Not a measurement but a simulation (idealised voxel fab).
Process module in this document: voxel capacitor over wiring
Section cut is 215 nm wide and gridded with 5 nm square cells.
Cross-section = grid of square cells, listed top down in bands; band = one or more rows.
Each band's line starts with the height of the band's top and of its bottom, in nm. Then come its materials from left to right, each with its width in nm. One material with "throughout" fills the band from edge to edge. "air" is empty space.
Convention: height 0 is the level below which the wafer, as received, is all one material. The lowest band does not terminate at the bottom but continues downward, represented as "top 0, no bottom".
The two numbers in a width such as "30->40" mark its ends across the band: the first belongs to the top row of cells, the second to the bottom row, and from each row to the next the width moves by the same amount.
Take "no change occurred" at face value: in the step it is given for, the cross-section changed in none of its cells.
"Tabulated closed voids": empty spaces of 8 cells or more with no open way to the top, each given as width x height at distance, distance from the left edge, all in nm.
Whatever follows a step's settings on its line is a remark the simulator itself makes about that step.
Among the settings permitted on a step's line is "overlay nm"; applied to a step with a mask, it specifies the extent to which the mask lay to the right of its planned position, whereas a negative figure signifies a position to the left.
Guide to the pairs. Each holds a before and an after cross-section around one process step; the after cross-section is cut off at the lowest band that changed. Look under the pair for the step between them and its settings. Pairs can come from different runs of this module on the same starting wafer, so a pair follows on from the one above it only where its entry headed "Status before step" says it does.
Status before step:
> top 35, bottom 30 = SiN (60)  TiN (20)  SiN (50)  TiN (20)  SiN (65)
> top 30, bottom 0 = SiO2 throughout
> top 0, no bottom = Si throughout
> Tabulated closed voids: none
Section, Post-Step:
> top 40, bottom 35 = SiCN throughout
> Everything under 35 stays put, no change at all.
> Tabulated closed voids: none
The two cross-sections above bracket this step: CONFORMAL_DEP,material SiCN,thk nm 5
Status before step: The structure entering this step is exactly what the pair just above shows after its step.
Section, Post-Step:
> top 60, bottom 40 = lowk throughout
> Everything under 40 stays put, no change at all.
> Tabulated closed voids: none
The two cross-sections above bracket this step: DIRECTIONAL_DEP,material lowk,thk nm 20
Status before step: The structure entering this step is exactly what the pair just above shows after its step.
Section, Post-Step:
> top 60, bottom 40 = lowk (65)  air (15)  lowk (135)
> Everything under 40 stays put, no change at all.
> Tabulated closed voids: none
The two cross-sections above bracket this step: MASKED_ETCH,tone open,mask id PLUG_1,width nm 15,etch materials lowk,depth nm 20,overlay nm 0
Status before step: The structure entering this step is exactly what the pair just above shows after its step.
Section, Post-Step:
> top 60, bottom 40 = lowk (65)  air (15)  lowk (135)
> top 40, bottom 35 = SiCN (65)  air (15)  SiCN (135)
> Everything under 35 stays put, no change at all.
> Tabulated closed voids: none
The two cross-sections above bracket this step: MASKED_ETCH,tone open,mask id PLUG_1,width nm 15,etch materials SiCN,depth nm 5,overlay nm 0
Status before step: The structure entering this step is exactly what the pair just above shows after its step.
Section, Post-Step:
> top 65, bottom 60 = TiN (70)  air (5)  TiN (140)
> top 60, bottom 40 = lowk (65)  TiN (5)  air (5)  TiN (5)  lowk (135)
> top 40, bottom 35 = SiCN (65)  TiN (15)  SiCN (135)
> Everything under 35 stays put, no change at all.
> Tabulated closed voids: none
The two cross-sections above bracket this step: CONFORMAL_DEP,material TiN,thk nm 5
Status before step: The structure entering this step is exactly what the pair just above shows after its step.
Section, Post-Step:
> top 75, bottom 65 = Cu throughout
> top 65, bottom 60 = TiN (70)  Cu (5)  TiN (140)
> top 60, bottom 40 = lowk (65)  TiN (5)  Cu (5)  TiN (5)  lowk (135)
> Everything under 40 stays put, no change at all.
> Tabulated closed voids: none
The two cross-sections above bracket this step: FILL_DEP,material Cu,thk nm 10
Status before step: The structure entering this step is exactly what the pair just above shows after its step.
Section, Post-Step:
> top 60, bottom 40 = lowk (65)  TiN (5)  Cu (5)  TiN (5)  lowk (135)
> Everything under 40 stays put, no change at all.
> Tabulated closed voids: none
The two cross-sections above bracket this step: CMP,height nm 60
Status before step: The structure entering this step is exactly what the pair just above shows after its step.
Section, Post-Step:
> top 70, bottom 60 = TiN throughout
> Everything under 60 stays put, no change at all.
> Tabulated closed voids: none
The two cross-sections above bracket this step: DIRECTIONAL_DEP,material TiN,thk nm 10
Status before step: The structure entering this step is exactly what the pair just above shows after its step.
Section, Post-Step:
> top 75, bottom 70 = HfO2 throughout
> Everything under 70 stays put, no change at all.
> Tabulated closed voids: none
The two cross-sections above bracket this step: DIRECTIONAL_DEP,material HfO2,thk nm 5
Status before step: The structure entering this step is exactly what the pair just above shows after its step.
Section, Post-Step:
> top 85, bottom 75 = TiN throughout
> Everything under 75 stays put, no change at all.
> Tabulated closed voids: none
The two cross-sections above bracket this step: DIRECTIONAL_DEP,material TiN,thk nm 10
Status before step: The structure entering this step is exactly what the pair just above shows after its step.
Section, Post-Step:
> top 100, bottom 85 = air (65)  resist (55)  air (95)
> Everything under 85 stays put, no change at all.
> Tabulated closed voids: none
The two cross-sections above bracket this step: PATTERN,tone cover,mask id UPPER_PLATE,material resist,width nm 55,thk nm 15,overlay nm 0
Status before step: The structure entering this step is exactly what the pair just above shows after its step.
Section, Post-Step:
> top 100, bottom 85 = air (65)  resist (55)  air (95)
> top 85, bottom 75 = air (65)  TiN (55)  air (95)
> Everything under 75 stays put, no change at all.
> Tabulated closed voids: none
The two cross-sections above bracket this step: DIRECTIONAL_ETCH,etch materials TiN,depth nm 10
Status before step: The structure entering this step is exactly what the pair just above shows after its step.
Section, Post-Step:
> top 100, bottom 85 = air (65)  resist (55)  air (95)
> top 85, bottom 75 = air (65)  TiN (55)  air (95)
> top 75, bottom 70 = air (65)  HfO2 (55)  air (95)
> Everything under 70 stays put, no change at all.
> Tabulated closed voids: none
The two cross-sections above bracket this step: DIRECTIONAL_ETCH,etch materials HfO2,depth nm 5
Status before step: The structure entering this step is exactly what the pair just above shows after its step.
Section, Post-Step:
> top 85, bottom 75 = air (65)  TiN (55)  air (95)
> Everything under 75 stays put, no change at all.
> Tabulated closed voids: none
The two cross-sections above bracket this step: STRIP,etch materials resist
Status before step: The structure entering this step is exactly what the pair just above shows after its step.
Section, Post-Step:
> top 105, bottom 85 = air (60)  resist (65)  air (90)
> top 85, bottom 75 = air (60)  resist (5)  TiN (55)  resist (5)  air (90)
> top 75, bottom 70 = air (60)  resist (5)  HfO2 (55)  resist (5)  air (90)
> Everything under 70 stays put, no change at all.
> Tabulated closed voids: none
The two cross-sections above bracket this step: PATTERN,tone cover,mask id LOWER_PLATE,material resist,width nm 65,thk nm 20,overlay nm 0
Status before step: The structure entering this step is exactly what the pair just above shows after its step.
Section, Post-Step:
> top 105, bottom 85 = air (60)  resist (65)  air (90)
> top 85, bottom 75 = air (60)  resist (5)  TiN (55)  resist (5)  air (90)
> top 75, bottom 70 = air (60)  resist (5)  HfO2 (55)  resist (5)  air (90)
> top 70, bottom 60 = air (60)  TiN (65)  air (90)
> Everything under 60 stays put, no change at all.
> Tabulated closed voids: none
The two cross-sections above bracket this step: DIRECTIONAL_ETCH,etch materials TiN,depth nm 10
Status before step: The structure entering this step is exactly what the pair just above shows after its step.
Section, Post-Step:
> top 85, bottom 75 = air (65)  TiN (55)  air (95)
> top 75, bottom 70 = air (65)  HfO2 (55)  air (95)
> Everything under 70 stays put, no change at all.
> Tabulated closed voids: none
The two cross-sections above bracket this step: STRIP,etch materials resist
Status before step: The structure entering this step is exactly what the pair just above shows after its step.
Section, Post-Step:
> top 105, bottom 85 = SiO2 throughout
> top 85, bottom 75 = SiO2 (65)  TiN (55)  SiO2 (95)
> top 75, bottom 70 = SiO2 (65)  HfO2 (55)  SiO2 (95)
> top 70, bottom 60 = SiO2 (60)  TiN (65)  SiO2 (90)
> Everything under 60 stays put, no change at all.
> Tabulated closed voids: none
The two cross-sections above bracket this step: FILL_DEP,material SiO2,thk nm 20
Status before step: The structure entering this step is exactly what the pair just above shows after its step.
Section, Post-Step:
> top 100, bottom 85 = SiO2 throughout
> Everything under 85 stays put, no change at all.
> Tabulated closed voids: none
The two cross-sections above bracket this step: CMP,height nm 100
Status before step: The structure entering this step is exactly what the pair just above shows after its step.
Section, Post-Step:
> top 100, bottom 85 = SiO2 (75)  air (15)  SiO2 (125)
> Everything under 85 stays put, no change at all.
> Tabulated closed voids: none
The two cross-sections above bracket this step: MASKED_ETCH,tone open,mask id PLUG_2,width nm 15,etch materials SiO2,depth nm 15,overlay nm 0
Status before step: The structure entering this step is exactly what the pair just above shows after its step.
Section, Post-Step:
> top 105, bottom 100 = TiN (80)  air (5)  TiN (130)
> top 100, bottom 90 = SiO2 (75)  TiN (5)  air (5)  TiN (5)  SiO2 (125)
> top 90, bottom 85 = SiO2 (75)  TiN (15)  SiO2 (125)
> Everything under 85 stays put, no change at all.
> Tabulated closed voids: none
The two cross-sections above bracket this step: CONFORMAL_DEP,material TiN,thk nm 5
Status before step: The structure entering this step is exactly what the pair just above shows after its step.
Section, Post-Step:
> top 115, bottom 105 = Cu throughout
> top 105, bottom 100 = TiN (80)  Cu (5)  TiN (130)
> top 100, bottom 90 = SiO2 (75)  TiN (5)  Cu (5)  TiN (5)  SiO2 (125)
> Everything under 90 stays put, no change at all.
> Tabulated closed voids: none
The two cross-sections above bracket this step: FILL_DEP,material Cu,thk nm 10
Status before step: The structure entering this step is exactly what the pair just above shows after its step.
Section, Post-Step:
> top 100, bottom 90 = SiO2 (75)  TiN (5)  Cu (5)  TiN (5)  SiO2 (125)
> Everything under 90 stays put, no change at all.
> Tabulated closed voids: none
The two cross-sections above bracket this step: CMP,height nm 100
Status before step: The structure entering this step is exactly what the pair just above shows after its step.
Section, Post-Step:
> top 105, bottom 100 = SiN throughout
> Everything under 100 stays put, no change at all.
> Tabulated closed voids: none
The two cross-sections above bracket this step: CONFORMAL_DEP,material SiN,thk nm 5
Status before step:
> top 35, bottom 20 = lowk (55)  SiN (5)  W (20)  SiN (5)  lowk (40)  SiN (5)  W (20)  SiN (5)  lowk (60)
> top 20, bottom 15 = SiN (60)  TiN (20)  SiN (50)  TiN (20)  SiN (65)
> top 15, bottom 0 = SiO2 throughout
> top 0, no bottom = Si throughout
> Tabulated closed voids: none
Section, Post-Step:
> top 55, bottom 35 = lowk throughout
> Everything under 35 stays put, no change at all.
> Tabulated closed voids: none
The two cross-sections above bracket this step: DIRECTIONAL_DEP,material lowk,thk nm 20
Status before step: The structure entering this step is exactly what the pair just above shows after its step.
Section, Post-Step:
> top 60, bottom 55 = SiCN throughout
> Everything under 55 stays put, no change at all.
> Tabulated closed voids: none
The two cross-sections above bracket this step: CONFORMAL_DEP,material SiCN,thk nm 5
Status before step: The structure entering this step is exactly what the pair just above shows after its step.
Section, Post-Step:
> top 60, bottom 55 = SiCN (65)  air (15)  SiCN (135)
> Everything under 55 stays put, no change at all.
> Tabulated closed voids: none
The two cross-sections above bracket this step: MASKED_ETCH,tone open,mask id PLUG_1,width nm 15,etch materials SiCN,depth nm 5,overlay nm 0
Status before step: The structure entering this step is exactly what the pair just above shows after its step.
Section, Post-Step:
> top 65, bottom 60 = TiN (70)  air (5)  TiN (140)
> top 60, bottom 55 = SiCN (65)  TiN (15)  SiCN (135)
> Everything under 55 stays put, no change at all.
> Tabulated closed voids: none
The two cross-sections above bracket this step: CONFORMAL_DEP,material TiN,thk nm 5
Status before step: The structure entering this step is exactly what the pair just above shows after its step.
Section, Post-Step:
> top 75, bottom 65 = Cu throughout
> top 65, bottom 60 = TiN (70)  Cu (5)  TiN (140)
> Everything under 60 stays put, no change at all.
> Tabulated closed voids: none
The two cross-sections above bracket this step: FILL_DEP,material Cu,thk nm 10
Status before step: The structure entering this step is exactly what the pair just above shows after its step.
Section, Post-Step:
> top 60, bottom 55 = SiCN (65)  TiN (15)  SiCN (135)
> Everything under 55 stays put, no change at all.
> Tabulated closed voids: none
The two cross-sections above bracket this step: CMP,height nm 60
Status before step: The structure entering this step is exactly what the pair just above shows after its step.
Section, Post-Step:
> top 70, bottom 60 = TiN throughout
> Everything under 60 stays put, no change at all.
> Tabulated closed voids: none
The two cross-sections above bracket this step: DIRECTIONAL_DEP,material TiN,thk nm 10
Status before step: The structure entering this step is exactly what the pair just above shows after its step.
Section, Post-Step:
> top 75, bottom 70 = HfO2 throughout
> Everything under 70 stays put, no change at all.
> Tabulated closed voids: none
The two cross-sections above bracket this step: DIRECTIONAL_DEP,material HfO2,thk nm 5
Status before step: The structure entering this step is exactly what the pair just above shows after its step.
Section, Post-Step:
> top 85, bottom 75 = TiN throughout
> Everything under 75 stays put, no change at all.
> Tabulated closed voids: none
The two cross-sections above bracket this step: DIRECTIONAL_DEP,material TiN,thk nm 10
Status before step: The structure entering this step is exactly what the pair just above shows after its step.
Section, Post-Step:
> top 100, bottom 85 = air (65)  resist (55)  air (95)
> Everything under 85 stays put, no change at all.
> Tabulated closed voids: none
The two cross-sections above bracket this step: PATTERN,tone cover,mask id UPPER_PLATE,material resist,width nm 55,thk nm 15,overlay nm 0
Status before step: The structure entering this step is exactly what the pair just above shows after its step.
Section, Post-Step:
> top 100, bottom 85 = air (65)  resist (55)  air (95)
> top 85, bottom 75 = air (65)  TiN (55)  air (95)
> Everything under 75 stays put, no change at all.
> Tabulated closed voids: none
The two cross-sections above bracket this step: DIRECTIONAL_ETCH,etch materials TiN,depth nm 10
Status before step: The structure entering this step is exactly what the pair just above shows after its step.
Section, Post-Step:
> top 100, bottom 85 = air (65)  resist (55)  air (95)
> top 85, bottom 75 = air (65)  TiN (55)  air (95)
> top 75, bottom 70 = air (65)  HfO2 (55)  air (95)
> Everything under 70 stays put, no change at all.
> Tabulated closed voids: none
The two cross-sections above bracket this step: DIRECTIONAL_ETCH,etch materials HfO2,depth nm 5
Status before step: The structure entering this step is exactly what the pair just above shows after its step.
Section, Post-Step:
> top 85, bottom 75 = air (65)  TiN (55)  air (95)
> Everything under 75 stays put, no change at all.
> Tabulated closed voids: none
The two cross-sections above bracket this step: STRIP,etch materials resist
Status before step: The structure entering this step is exactly what the pair just above shows after its step.
Section, Post-Step:
> top 105, bottom 85 = air (60)  resist (65)  air (90)
> top 85, bottom 75 = air (60)  resist (5)  TiN (55)  resist (5)  air (90)
> top 75, bottom 70 = air (60)  resist (5)  HfO2 (55)  resist (5)  air (90)
> Everything under 70 stays put, no change at all.
> Tabulated closed voids: none
The two cross-sections above bracket this step: PATTERN,tone cover,mask id LOWER_PLATE,material resist,width nm 65,thk nm 20,overlay nm 0
Status before step: The structure entering this step is exactly what the pair just above shows after its step.
Section, Post-Step:
> top 105, bottom 85 = air (60)  resist (65)  air (90)
> top 85, bottom 75 = air (60)  resist (5)  TiN (55)  resist (5)  air (90)
> top 75, bottom 70 = air (60)  resist (5)  HfO2 (55)  resist (5)  air (90)
> top 70, bottom 60 = air (60)  TiN (65)  air (90)
> Everything under 60 stays put, no change at all.
> Tabulated closed voids: none
The two cross-sections above bracket this step: DIRECTIONAL_ETCH,etch materials TiN,depth nm 10
Status before step: The structure entering this step is exactly what the pair just above shows after its step.
Section, Post-Step:
> top 85, bottom 75 = air (65)  TiN (55)  air (95)
> top 75, bottom 70 = air (65)  HfO2 (55)  air (95)
> Everything under 70 stays put, no change at all.
> Tabulated closed voids: none
The two cross-sections above bracket this step: STRIP,etch materials resist
Status before step: The structure entering this step is exactly what the pair just above shows after its step.
Section, Post-Step:
> top 105, bottom 85 = SiO2 throughout
> top 85, bottom 75 = SiO2 (65)  TiN (55)  SiO2 (95)
> top 75, bottom 70 = SiO2 (65)  HfO2 (55)  SiO2 (95)
> top 70, bottom 60 = SiO2 (60)  TiN (65)  SiO2 (90)
> Everything under 60 stays put, no change at all.
> Tabulated closed voids: none
The two cross-sections above bracket this step: FILL_DEP,material SiO2,thk nm 20
Status before step: The structure entering this step is exactly what the pair just above shows after its step.
Section, Post-Step:
> top 100, bottom 85 = SiO2 throughout
> Everything under 85 stays put, no change at all.
> Tabulated closed voids: none
The two cross-sections above bracket this step: CMP,height nm 100
Status before step: The structure entering this step is exactly what the pair just above shows after its step.
Section, Post-Step:
> top 100, bottom 85 = SiO2 (75)  air (15)  SiO2 (125)
> Everything under 85 stays put, no change at all.
> Tabulated closed voids: none
The two cross-sections above bracket this step: MASKED_ETCH,tone open,mask id PLUG_2,width nm 15,etch materials SiO2,depth nm 15,overlay nm 0
Status before step: The structure entering this step is exactly what the pair just above shows after its step.
Section, Post-Step:
> top 105, bottom 100 = TiN (80)  air (5)  TiN (130)
> top 100, bottom 90 = SiO2 (75)  TiN (5)  air (5)  TiN (5)  SiO2 (125)
> top 90, bottom 85 = SiO2 (75)  TiN (15)  SiO2 (125)
> Everything under 85 stays put, no change at all.
> Tabulated closed voids: none
The two cross-sections above bracket this step: CONFORMAL_DEP,material TiN,thk nm 5
Status before step: The structure entering this step is exactly what the pair just above shows after its step.
Section, Post-Step:
> top 115, bottom 105 = Cu throughout
> top 105, bottom 100 = TiN (80)  Cu (5)  TiN (130)
> top 100, bottom 90 = SiO2 (75)  TiN (5)  Cu (5)  TiN (5)  SiO2 (125)
> Everything under 90 stays put, no change at all.
> Tabulated closed voids: none
The two cross-sections above bracket this step: FILL_DEP,material Cu,thk nm 10
Status before step: The structure entering this step is exactly what the pair just above shows after its step.
Section, Post-Step:
> top 100, bottom 90 = SiO2 (75)  TiN (5)  Cu (5)  TiN (5)  SiO2 (125)
> Everything under 90 stays put, no change at all.
> Tabulated closed voids: none
The two cross-sections above bracket this step: CMP,height nm 100
Status before step: The structure entering this step is exactly what the pair just above shows after its step.
Section, Post-Step:
> top 105, bottom 100 = SiN throughout
> Everything under 100 stays put, no change at all.
> Tabulated closed voids: none
The two cross-sections above bracket this step: CONFORMAL_DEP,material SiN,thk nm 5
Status before step:
> top 0, no bottom = Si throughout
> Tabulated closed voids: none
Section, Post-Step:
> top 25, bottom 0 = SiO2 throughout
> Everything under 0 stays put, no change at all.
> Tabulated closed voids: none
The two cross-sections above bracket this step: CONFORMAL_DEP,material SiO2,thk nm 25
Status before step: The structure entering this step is exactly what the pair just above shows after its step.
Section, Post-Step:
> top 30, bottom 25 = TiN throughout
> Everything under 25 stays put, no change at all.
> Tabulated closed voids: none
The two cross-sections above bracket this step: DIRECTIONAL_DEP,material TiN,thk nm 5
Status before step: The structure entering this step is exactly what the pair just above shows after its step.
Section, Post-Step:
> top 45, bottom 30 = W throughout
> Everything under 30 stays put, no change at all.
> Tabulated closed voids: none
The two cross-sections above bracket this step: DIRECTIONAL_DEP,material W,thk nm 15
Status before step: The structure entering this step is exactly what the pair just above shows after its step.
Section, Post-Step:
> top 60, bottom 45 = aC throughout
> Everything under 45 stays put, no change at all.
> Tabulated closed voids: none
The two cross-sections above bracket this step: DIRECTIONAL_DEP,material aC,thk nm 15
Status before step: The structure entering this step is exactly what the pair just above shows after its step.
Section, Post-Step:
> top 95, bottom 60 = air (60)  resist (20)  air (50)  resist (20)  air (65)
> Everything under 60 stays put, no change at all.
> Tabulated closed voids: none
The two cross-sections above bracket this step: PATTERN,tone cover,mask id METAL_1,material resist,width nm 20,pitch nm 70,thk nm 35,overlay nm 0
Status before step: The structure entering this step is exactly what the pair just above shows after its step.
Section, Post-Step:
> top 80, bottom 60 = air (60)  resist (20)  air (50)  resist (20)  air (65)
> top 60, bottom 45 = air (60)  aC (20)  air (50)  aC (20)  air (65)
> Everything under 45 stays put, no change at all.
> Tabulated closed voids: none
The two cross-sections above bracket this step: DIRECTIONAL_ETCH,etch materials aC,depth nm 15
Status before step: The structure entering this step is exactly what the pair just above shows after its step.
Section, Post-Step:
> top 60, bottom 45 = air (60)  aC (20)  air (50)  aC (20)  air (65)
> Everything under 45 stays put, no change at all.
> Tabulated closed voids: none
The two cross-sections above bracket this step: STRIP,etch materials resist
Status before step: The structure entering this step is exactly what the pair just above shows after its step.
Section, Post-Step:
> top 60, bottom 45 = air (60)  aC (20)  air (50)  aC (20)  air (65)
> top 45, bottom 30 = air (60)  W (20)  air (50)  W (20)  air (65)
> Everything under 30 stays put, no change at all.
> Tabulated closed voids: none
The two cross-sections above bracket this step: DIRECTIONAL_ETCH,etch materials W,depth nm 15
Status before step: The structure entering this step is exactly what the pair just above shows after its step.
Section, Post-Step:
> top 60, bottom 45 = air (60)  aC (20)  air (50)  aC (20)  air (65)
> top 45, bottom 30 = air (60)  W (20)  air (50)  W (20)  air (65)
> top 30, bottom 25 = air (60)  TiN (20)  air (50)  TiN (20)  air (65)
> Everything under 25 stays put, no change at all.
> Tabulated closed voids: none
The two cross-sections above bracket this step: DIRECTIONAL_ETCH,etch materials TiN,depth nm 5
Status before step: The structure entering this step is exactly what the pair just above shows after its step.
Section, Post-Step:
> top 45, bottom 30 = air (60)  W (20)  air (50)  W (20)  air (65)
> Everything under 30 stays put, no change at all.
> Tabulated closed voids: none
The two cross-sections above bracket this step: STRIP,etch materials aC
Status before step: The structure entering this step is exactly what the pair just above shows after its step.
Section, Post-Step:
> top 50, bottom 45 = air (55)  SiN (30)  air (40)  SiN (30)  air (60)
> top 45, bottom 30 = air (55)  SiN (5)  W (20)  SiN (5)  air (40)  SiN (5)  W (20)  SiN (5)  air (60)
> top 30, bottom 25 = SiN (60)  TiN (20)  SiN (50)  TiN (20)  SiN (65)
> Everything under 25 stays put, no change at all.
> Tabulated closed voids: none
The two cross-sections above bracket this step: CONFORMAL_DEP,material SiN,thk nm 5
Status before step: The structure entering this step is exactly what the pair just above shows after its step.
Section, Post-Step:
> top 60, bottom 50 = lowk throughout
> top 50, bottom 45 = lowk (55)  SiN (30)  lowk (40)  SiN (30)  lowk (60)
> top 45, bottom 30 = lowk (55)  SiN (5)  W (20)  SiN (5)  lowk (40)  SiN (5)  W (20)  SiN (5)  lowk (60)
> Everything under 30 stays put, no change at all.
> Tabulated closed voids: none
The two cross-sections above bracket this step: FILL_DEP,material lowk,thk nm 10
Status before step: The structure entering this step is exactly what the pair just above shows after its step.
Section, Post-Step:
> top 35, bottom 30 = lowk (55)  SiN (5)  W (20)  SiN (5)  lowk (40)  SiN (5)  W (20)  SiN (5)  lowk (60)
> Everything under 30 stays put, no change at all.
> Tabulated closed voids: none
The two cross-sections above bracket this step: CMP,height nm 35
Status before step: The structure entering this step is exactly what the pair just above shows after its step.
Section, Post-Step:
> top 40, bottom 35 = SiCN throughout
> Everything under 35 stays put, no change at all.
> Tabulated closed voids: none
The two cross-sections above bracket this step: CONFORMAL_DEP,material SiCN,thk nm 5
Status before step: The structure entering this step is exactly what the pair just above shows after its step.
Section, Post-Step:
> top 60, bottom 40 = lowk throughout
> Everything under 40 stays put, no change at all.
> Tabulated closed voids: none
The two cross-sections above bracket this step: DIRECTIONAL_DEP,material lowk,thk nm 20
Status before step: The structure entering this step is exactly what the pair just above shows after its step.
Section, Post-Step:
> top 60, bottom 40 = lowk (65)  air (15)  lowk (135)
> Everything under 40 stays put, no change at all.
> Tabulated closed voids: none
The two cross-sections above bracket this step: MASKED_ETCH,tone open,mask id PLUG_1,width nm 15,etch materials lowk,depth nm 20,overlay nm 0
Status before step: The structure entering this step is exactly what the pair just above shows after its step.
Section, Post-Step:
> top 60, bottom 40 = lowk (65)  air (15)  lowk (135)
> top 40, bottom 35 = SiCN (65)  air (15)  SiCN (135)
> Everything under 35 stays put, no change at all.
> Tabulated closed voids: none
The two cross-sections above bracket this step: MASKED_ETCH,tone open,mask id PLUG_1,width nm 15,etch materials SiCN,depth nm 5,overlay nm 0
Status before step: The structure entering this step is exactly what the pair just above shows after its step.
Section, Post-Step:
> top 65, bottom 60 = TiN (70)  air (5)  TiN (140)
> top 60, bottom 40 = lowk (65)  TiN (5)  air (5)  TiN (5)  lowk (135)
> top 40, bottom 35 = SiCN (65)  TiN (15)  SiCN (135)
> Everything under 35 stays put, no change at all.
> Tabulated closed voids: none
The two cross-sections above bracket this step: CONFORMAL_DEP,material TiN,thk nm 5
Status before step: The structure entering this step is exactly what the pair just above shows after its step.
Section, Post-Step:
> top 75, bottom 65 = Cu throughout
> top 65, bottom 60 = TiN (70)  Cu (5)  TiN (140)
> top 60, bottom 40 = lowk (65)  TiN (5)  Cu (5)  TiN (5)  lowk (135)
> Everything under 40 stays put, no change at all.
> Tabulated closed voids: none
The two cross-sections above bracket this step: FILL_DEP,material Cu,thk nm 10
Status before step: The structure entering this step is exactly what the pair just above shows after its step.
Section, Post-Step:
> top 60, bottom 40 = lowk (65)  TiN (5)  Cu (5)  TiN (5)  lowk (135)
> Everything under 40 stays put, no change at all.
> Tabulated closed voids: none
The two cross-sections above bracket this step: CMP,height nm 60
Status before step: The structure entering this step is exactly what the pair just above shows after its step.
Section, Post-Step:
> top 70, bottom 60 = TiN throughout
> Everything under 60 stays put, no change at all.
> Tabulated closed voids: none
The two cross-sections above bracket this step: DIRECTIONAL_DEP,material TiN,thk nm 10
Status before step: The structure entering this step is exactly what the pair just above shows after its step.
Section, Post-Step:
> top 75, bottom 70 = HfO2 throughout
> Everything under 70 stays put, no change at all.
> Tabulated closed voids: none
The two cross-sections above bracket this step: DIRECTIONAL_DEP,material HfO2,thk nm 5
Status before step: The structure entering this step is exactly what the pair just above shows after its step.
Section, Post-Step:
> top 85, bottom 75 = TiN throughout
> Everything under 75 stays put, no change at all.
> Tabulated closed voids: none
The two cross-sections above bracket this step: DIRECTIONAL_DEP,material TiN,thk nm 10
Status before step: The structure entering this step is exactly what the pair just above shows after its step.
Section, Post-Step:
> top 100, bottom 85 = air (65)  resist (55)  air (95)
> Everything under 85 stays put, no change at all.
> Tabulated closed voids: none
The two cross-sections above bracket this step: PATTERN,tone cover,mask id UPPER_PLATE,material resist,width nm 55,thk nm 15,overlay nm 0
Status before step: The structure entering this step is exactly what the pair just above shows after its step.
Section, Post-Step:
> top 100, bottom 85 = air (65)  resist (55)  air (95)
> top 85, bottom 75 = air (65)  TiN (55)  air (95)
> Everything under 75 stays put, no change at all.
> Tabulated closed voids: none
The two cross-sections above bracket this step: DIRECTIONAL_ETCH,etch materials TiN,depth nm 10
Status before step: The structure entering this step is exactly what the pair just above shows after its step.
Section, Post-Step:
> top 100, bottom 85 = air (65)  resist (55)  air (95)
> top 85, bottom 75 = air (65)  TiN (55)  air (95)
> top 75, bottom 70 = air (65)  HfO2 (55)  air (95)
> Everything under 70 stays put, no change at all.
> Tabulated closed voids: none
The two cross-sections above bracket this step: DIRECTIONAL_ETCH,etch materials HfO2,depth nm 5
Status before step: The structure entering this step is exactly what the pair just above shows after its step.
Section, Post-Step:
> top 85, bottom 75 = air (65)  TiN (55)  air (95)
> Everything under 75 stays put, no change at all.
> Tabulated closed voids: none
The two cross-sections above bracket this step: STRIP,etch materials resist
Status before step: The structure entering this step is exactly what the pair just above shows after its step.
Section, Post-Step:
> top 105, bottom 85 = air (60)  resist (65)  air (90)
> top 85, bottom 75 = air (60)  resist (5)  TiN (55)  resist (5)  air (90)
> top 75, bottom 70 = air (60)  resist (5)  HfO2 (55)  resist (5)  air (90)
> Everything under 70 stays put, no change at all.
> Tabulated closed voids: none
The two cross-sections above bracket this step: PATTERN,tone cover,mask id LOWER_PLATE,material resist,width nm 65,thk nm 20,overlay nm 0
Status before step: The structure entering this step is exactly what the pair just above shows after its step.
Section, Post-Step:
> top 105, bottom 85 = air (60)  resist (65)  air (90)
> top 85, bottom 75 = air (60)  resist (5)  TiN (55)  resist (5)  air (90)
> top 75, bottom 70 = air (60)  resist (5)  HfO2 (55)  resist (5)  air (90)
> top 70, bottom 60 = air (60)  TiN (65)  air (90)
> Everything under 60 stays put, no change at all.
> Tabulated closed voids: none
The two cross-sections above bracket this step: DIRECTIONAL_ETCH,etch materials TiN,depth nm 10
Status before step: The structure entering this step is exactly what the pair just above shows after its step.
Section, Post-Step:
> top 85, bottom 75 = air (65)  TiN (55)  air (95)
> top 75, bottom 70 = air (65)  HfO2 (55)  air (95)
> Everything under 70 stays put, no change at all.
> Tabulated closed voids: none
The two cross-sections above bracket this step: STRIP,etch materials resist
Status before step: The structure entering this step is exactly what the pair just above shows after its step.
Section, Post-Step:
> top 105, bottom 85 = SiO2 throughout
> top 85, bottom 75 = SiO2 (65)  TiN (55)  SiO2 (95)
> top 75, bottom 70 = SiO2 (65)  HfO2 (55)  SiO2 (95)
> top 70, bottom 60 = SiO2 (60)  TiN (65)  SiO2 (90)
> Everything under 60 stays put, no change at all.
> Tabulated closed voids: none
The two cross-sections above bracket this step: FILL_DEP,material SiO2,thk nm 20
Status before step: The structure entering this step is exactly what the pair just above shows after its step.
Section, Post-Step:
> top 100, bottom 85 = SiO2 throughout
> Everything under 85 stays put, no change at all.
> Tabulated closed voids: none
The two cross-sections above bracket this step: CMP,height nm 100
Status before step: The structure entering this step is exactly what the pair just above shows after its step.
Section, Post-Step:
> top 100, bottom 85 = SiO2 (75)  air (15)  SiO2 (125)
> Everything under 85 stays put, no change at all.
> Tabulated closed voids: none
The two cross-sections above bracket this step: MASKED_ETCH,tone open,mask id PLUG_2,width nm 15,etch materials SiO2,depth nm 15,overlay nm 0
Status before step: The structure entering this step is exactly what the pair just above shows after its step.
Section, Post-Step:
> top 105, bottom 100 = TiN (80)  air (5)  TiN (130)
> top 100, bottom 90 = SiO2 (75)  TiN (5)  air (5)  TiN (5)  SiO2 (125)
> top 90, bottom 85 = SiO2 (75)  TiN (15)  SiO2 (125)
> Everything under 85 stays put, no change at all.
> Tabulated closed voids: none
The two cross-sections above bracket this step: CONFORMAL_DEP,material TiN,thk nm 5
Status before step: The structure entering this step is exactly what the pair just above shows after its step.
Section, Post-Step:
> top 115, bottom 105 = Cu throughout
> top 105, bottom 100 = TiN (80)  Cu (5)  TiN (130)
> top 100, bottom 90 = SiO2 (75)  TiN (5)  Cu (5)  TiN (5)  SiO2 (125)
> Everything under 90 stays put, no change at all.
> Tabulated closed voids: none
The two cross-sections above bracket this step: FILL_DEP,material Cu,thk nm 10
Status before step: The structure entering this step is exactly what the pair just above shows after its step.
Section, Post-Step:
> top 100, bottom 90 = SiO2 (75)  TiN (5)  Cu (5)  TiN (5)  SiO2 (125)
> Everything under 90 stays put, no change at all.
> Tabulated closed voids: none
The two cross-sections above bracket this step: CMP,height nm 100
Status before step: The structure entering this step is exactly what the pair just above shows after its step.
Section, Post-Step:
> top 105, bottom 100 = SiN throughout
> Everything under 100 stays put, no change at all.
> Tabulated closed voids: none
The two cross-sections above bracket this step: CONFORMAL_DEP,material SiN,thk nm 5
